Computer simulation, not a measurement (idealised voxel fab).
Process module in this document: voxel self aligned contacts
In the cross-section labelled cut, the width is 225 nm and each square cell is 5 nm.
Heads up, the way a cross-section reads in here is a grid of square cells, handed over as bands from the top down, with every band being one or more rows of cells.
Band: top and bottom heights (nm) first, top before bottom; then materials from left to right, widths in nm. "everywhere" marks a sole material filling the band edge to edge. "air" denotes empty space.
Where do heights start? At 0: under that level the wafer as delivered is made of one material only. And the lowest band has no floor; it just carries on downward, as in "z 0 and below".
A two-number width, for instance "30 to 40", indicates that the width is equal to the first number in the top row of the band and to the second number in the bottom row, and that it changes by a constant amount per row of cells.
"remains unaltered" (step): cross-section cells unchanged, all of them.
Sealed internal voids: empty space of 8 cells or more with no open way to the top, each as width x height at its distance from the left edge, in nm
That trailing text on a step's line, after the settings, is the simulator's own remark on the step.
overlay nm, on a step with a mask: how far to the right of its planned place the mask lay; to the left if negative
Pairs, read this way: before one process step on the one hand, after it on the other, the after cross-section ending at the lowest band that changed; the step between, settings included, beneath. Same starting wafer throughout, but possibly different runs of this module, so no pair continues from the pair above unless its entry headed "Before this step" says so.

# Before this step
	z 50 to 40: 70 of SiO2 / 35 of air / 15 of SiO2 / 35 of air / 70 of SiO2
	z 40 to 20: 45 of SiO2 / 35 of SiN / 15 of air / 35 of SiN / 15 of air / 35 of SiN / 45 of SiO2
	z 20 to -5: 80 of SiO2 / 15 of air / 35 of SiO2 / 15 of air / 80 of SiO2
	z -5 and below: Si everywhere
	Sealed internal voids: none

# State After Step
	z 55 to 50: 75 of TiN / 25 of air / 25 of TiN / 25 of air / 75 of TiN
	z 50 to 40: 70 of SiO2 / 5 to 15 of TiN / 25 to 5 of air / 5 to 15 of TiN / 15 of SiO2 / 5 to 15 of TiN / 25 to 5 of air / 5 to 15 of TiN / 70 of SiO2
	z 40 to 20: 45 of SiO2 / 35 of SiN / 5 of TiN / 5 of air / 5 of TiN / 35 of SiN / 5 of TiN / 5 of air / 5 of TiN / 35 of SiN / 45 of SiO2
	z 20 to 0: 80 of SiO2 / 5 of TiN / 5 of air / 5 of TiN / 35 of SiO2 / 5 of TiN / 5 of air / 5 of TiN / 80 of SiO2
	z 0 to -5: 80 of SiO2 / 15 of TiN / 35 of SiO2 / 15 of TiN / 80 of SiO2
	Anything lower than -5 is untouched.
	Sealed internal voids: none
The before and after cross-sections above differ by one step: op CONFORMAL_DEP | material TiN | thk nm 5

Before this step: see preceding pair, after cross-section.

# State After Step
	z 60 to 55: Ru everywhere
	z 55 to 50: 75 of TiN / 25 of Ru / 25 of TiN / 25 of Ru / 75 of TiN
	z 50 to 40: 70 of SiO2 / 5 to 15 of TiN / 25 to 5 of Ru / 5 to 15 of TiN / 15 of SiO2 / 5 to 15 of TiN / 25 to 5 of Ru / 5 to 15 of TiN / 70 of SiO2
	z 40 to 20: 45 of SiO2 / 35 of SiN / 5 of TiN / 5 of Ru / 5 of TiN / 35 of SiN / 5 of TiN / 5 of Ru / 5 of TiN / 35 of SiN / 45 of SiO2
	z 20 to 0: 80 of SiO2 / 5 of TiN / 5 of Ru / 5 of TiN / 35 of SiO2 / 5 of TiN / 5 of Ru / 5 of TiN / 80 of SiO2
	Anything lower than 0 is untouched.
	Sealed internal voids: none
The before and after cross-sections above differ by one step: op FILL_DEP | material Ru | thk nm 5

Before this step: see preceding pair, after cross-section.

# State After Step
	z 50 to 40: 70 of SiO2 / 5 to 15 of TiN / 25 to 5 of Ru / 5 to 15 of TiN / 15 of SiO2 / 5 to 15 of TiN / 25 to 5 of Ru / 5 to 15 of TiN / 70 of SiO2
	Anything lower than 40 is untouched.
	Sealed internal voids: none
The before and after cross-sections above differ by one step: op CMP | height nm 50

Before this step: see preceding pair, after cross-section.

# State After Step
	z 55 to 50: SiCN everywhere
	Anything lower than 50 is untouched.
	Sealed internal voids: none
The before and after cross-sections above differ by one step: op CONFORMAL_DEP | material SiCN | thk nm 5

# Before this step
	z 50 to 40: SiO2 everywhere
	z 40 to 20: 45 of SiO2 / 35 of SiN / 15 of SiO2 / 35 of SiN / 15 of SiO2 / 35 of SiN / 45 of SiO2
	z 20 to 0: 45 of SiO2 / 5 of SiN / 25 of polySi / 5 of SiN / 15 of SiO2 / 5 of SiN / 25 of polySi / 5 of SiN / 15 of SiO2 / 5 of SiN / 25 of polySi / 5 of SiN / 45 of SiO2
	z 0 to -5: SiO2 everywhere
	z -5 and below: Si everywhere
	Sealed internal voids: none

# State After Step
	z 70 to 50: 70 of air / 35 of resist / 15 of air / 35 of resist / 70 of air
	Anything lower than 50 is untouched.
	Sealed internal voids: none
The before and after cross-sections above differ by one step: op PATTERN | tone cover | mask id CONTACT | material resist | width nm 35 | pitch nm 50 | thk nm 20 | overlay nm 0

Before this step: see preceding pair, after cross-section.

# State After Step
	z 70 to 50: 70 of air / 35 of resist / 15 of air / 35 of resist / 70 of air
	z 50 to 40: 70 of air / 35 of SiO2 / 15 of air / 35 of SiO2 / 70 of air
	z 40 to 20: 45 of air / 35 of SiN / 15 of SiO2 / 35 of SiN / 15 of SiO2 / 35 of SiN / 45 of air
	z 20 to 0: 45 of air / 5 of SiN / 25 of polySi / 5 of SiN / 15 of SiO2 / 5 of SiN / 25 of polySi / 5 of SiN / 15 of SiO2 / 5 of SiN / 25 of polySi / 5 of SiN / 45 of air
	z 0 to -5: 45 of air / 135 of SiO2 / 45 of air
	Anything lower than -5 is untouched.
	Sealed internal voids: none
The before and after cross-sections above differ by one step: op DIRECTIONAL_ETCH | etch materials SiO2 | depth nm 55

Before this step: see preceding pair, after cross-section.

# State After Step
	z 50 to 40: 70 of air / 35 of SiO2 / 15 of air / 35 of SiO2 / 70 of air
	Anything lower than 40 is untouched.
	Sealed internal voids: none
The before and after cross-sections above differ by one step: op STRIP | etch materials resist

Before this step: see preceding pair, after cross-section.

# State After Step
	z 55 to 50: 65 of air / 45 of TiN / 5 of air / 45 of TiN / 65 of air
	z 50 to 45: 65 of air / 5 of TiN / 35 of SiO2 / 5 of TiN / 5 of air / 5 of TiN / 35 of SiO2 / 5 of TiN / 65 of air
	z 45 to 40: 40 of air / 30 of TiN / 35 of SiO2 / 15 of TiN / 35 of SiO2 / 30 of TiN / 40 of air
	z 40 to 20: 40 of air / 5 of TiN / 35 of SiN / 15 of SiO2 / 35 of SiN / 15 of SiO2 / 35 of SiN / 5 of TiN / 40 of air
	z 20 to 0: 40 of air / 5 of TiN / 5 of SiN / 25 of polySi / 5 of SiN / 15 of SiO2 / 5 of SiN / 25 of polySi / 5 of SiN / 15 of SiO2 / 5 of SiN / 25 of polySi / 5 of SiN / 5 of TiN / 40 of air
	z 0 to -5: 45 of TiN / 135 of SiO2 / 45 of TiN
	Anything lower than -5 is untouched.
	Sealed internal voids: none
The before and after cross-sections above differ by one step: op CONFORMAL_DEP | material TiN | thk nm 5

Before this step: see preceding pair, after cross-section.

# State After Step
	z 60 to 55: Ru everywhere
	z 55 to 50: 65 of Ru / 45 of TiN / 5 of Ru / 45 of TiN / 65 of Ru
	z 50 to 45: 65 of Ru / 5 of TiN / 35 of SiO2 / 5 of TiN / 5 of Ru / 5 of TiN / 35 of SiO2 / 5 of TiN / 65 of Ru
	z 45 to 40: 40 of Ru / 30 of TiN / 35 of SiO2 / 15 of TiN / 35 of SiO2 / 30 of TiN / 40 of Ru
	z 40 to 20: 40 of Ru / 5 of TiN / 35 of SiN / 15 of SiO2 / 35 of SiN / 15 of SiO2 / 35 of SiN / 5 of TiN / 40 of Ru
	z 20 to 0: 40 of Ru / 5 of TiN / 5 of SiN / 25 of polySi / 5 of SiN / 15 of SiO2 / 5 of SiN / 25 of polySi / 5 of SiN / 15 of SiO2 / 5 of SiN / 25 of polySi / 5 of SiN / 5 of TiN / 40 of Ru
	Anything lower than 0 is untouched.
	Sealed internal voids: none
The before and after cross-sections above differ by one step: op FILL_DEP | material Ru | thk nm 5

Before this step: see preceding pair, after cross-section.

# State After Step
	z 50 to 45: 65 of Ru / 5 of TiN / 35 of SiO2 / 5 of TiN / 5 of Ru / 5 of TiN / 35 of SiO2 / 5 of TiN / 65 of Ru
	Anything lower than 45 is untouched.
	Sealed internal voids: none
The before and after cross-sections above differ by one step: op CMP | height nm 50

Before this step: see preceding pair, after cross-section.

# State After Step
	z 55 to 50: SiCN everywhere
	Anything lower than 50 is untouched.
	Sealed internal voids: none
The before and after cross-sections above differ by one step: op CONFORMAL_DEP | material SiCN | thk nm 5
